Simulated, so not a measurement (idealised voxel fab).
voxel tone inversion: a process module
Cross-sectional view cut (width: 275 nm; square cell size: 5 nm).
Cross-sections here: square-cell grids, written as top-down lists of bands, a band being one or more rows of cells. Band entry format. Leading values: height of top, height of bottom, nm. Remainder: materials in left-to-right order, each with its width in nm. Special words: "everywhere" on a single material, which then fills the band edge to edge; "empty", empty space. Height datum 0, below which the as-received substrate wafer is one material. Lowest band open at the bottom, running downward: "z 0 and below". The width entry "30..40" should be interpreted row by row: the top row of cells in the band takes the first number, the bottom row takes the second number, and the change between adjacent rows is uniform throughout. "nothing got changed" means the step left every cell of the cross-section as it was. Basically, "Enclosed cavity list" tells you about the enclosed voids: empty spaces with no open way to the top, 8 cells or bigger, each written width x height at distance, where distance is from the left edge, all in nm. Past the settings on a step's line: simulator remark, on that step. "overlay nm" denotes, for a step that has a mask, the displacement of the mask to the right of its planned place, with negative values corresponding to the left.

Process steps (planned):
1. RECEIVE: material Si
2. CONFORMAL_DEP: material SiN, thk nm 10
3. DIRECTIONAL_DEP: material aC, thk nm 15
4. PATTERN: tone cover, mask id POSTS, material resist, width nm 15, pitch nm 45, thk nm 20, overlay nm 0
5. DIRECTIONAL_ETCH: etch materials aC, depth nm 15
6. STRIP: etch materials resist
7. FILL_DEP: material SiO2, thk nm 5
8. CMP: height nm 25
9. STRIP: etch materials aC
10. CONFORMAL_DEP: material TiN, thk nm 5
11. FILL_DEP: material Cu, thk nm 5
12. CMP: height nm 25
13. CONFORMAL_DEP: material SiN, thk nm 5
For clarity, it should be stated that the wafers under discussion commence in an identical condition and differ with respect to the width nm of step 4, the plan indicating the value that the first wafer had.

First of several wafers (as received, post step 1), cross-sectional view:
- z 0 and below | Si everywhere
- Enclosed cavity list: none

After the module's final step, step 13: the first of several wafers in cross-section:
- z 30 to 25 | SiN everywhere
- z 25 to 15 | 60 nm SiO2 | 5 nm TiN | 5 nm Cu | 5 nm TiN | 30 nm SiO2 | 5 nm TiN | 5 nm Cu | 5 nm TiN | 30 nm SiO2 | 5 nm TiN | 5 nm Cu | 5 nm TiN | 30 nm SiO2 | 5 nm TiN | 5 nm Cu | 5 nm TiN | 65 nm SiO2
- z 15 to 10 | 60 nm SiO2 | 15 nm TiN | 30 nm SiO2 | 15 nm TiN | 30 nm SiO2 | 15 nm TiN | 30 nm SiO2 | 15 nm TiN | 65 nm SiO2
- z 10 to 0 | SiN everywhere
- z 0 and below | Si everywhere
- Enclosed cavity list: none

End of module, last wafer sectioned:
- z 30 to 25 | SiN everywhere
- z 25 to 15 | 55 nm SiO2 | 5 nm TiN | 20 nm Cu | 5 nm TiN | 15 nm SiO2 | 5 nm TiN | 20 nm Cu | 5 nm TiN | 15 nm SiO2 | 5 nm TiN | 20 nm Cu | 5 nm TiN | 15 nm SiO2 | 5 nm TiN | 20 nm Cu | 5 nm TiN | 55 nm SiO2
- z 15 to 10 | 55 nm SiO2 | 30 nm TiN | 15 nm SiO2 | 30 nm TiN | 15 nm SiO2 | 30 nm TiN | 15 nm SiO2 | 30 nm TiN | 55 nm SiO2
- z 10 to 0 | SiN everywhere
- z 0 and below | Si everywhere
- Enclosed cavity list: none

Take any row and you have a wafer at the end of the module: how many cells of each material it has gained (+) or lost (-) since it was received, and then its closed voids:
width nm 15 | +8 Cu | +165 SiN | +129 SiO2 | +28 TiN | Enclosed cavity list: none
width nm 20 | +16 Cu | +165 SiN | +117 SiO2 | +32 TiN | Enclosed cavity list: none
width nm 25 | +24 Cu | +165 SiN | +105 SiO2 | +36 TiN | Enclosed cavity list: none
width nm 30 | +32 Cu | +165 SiN | +93 SiO2 | +40 TiN | Enclosed cavity list: none
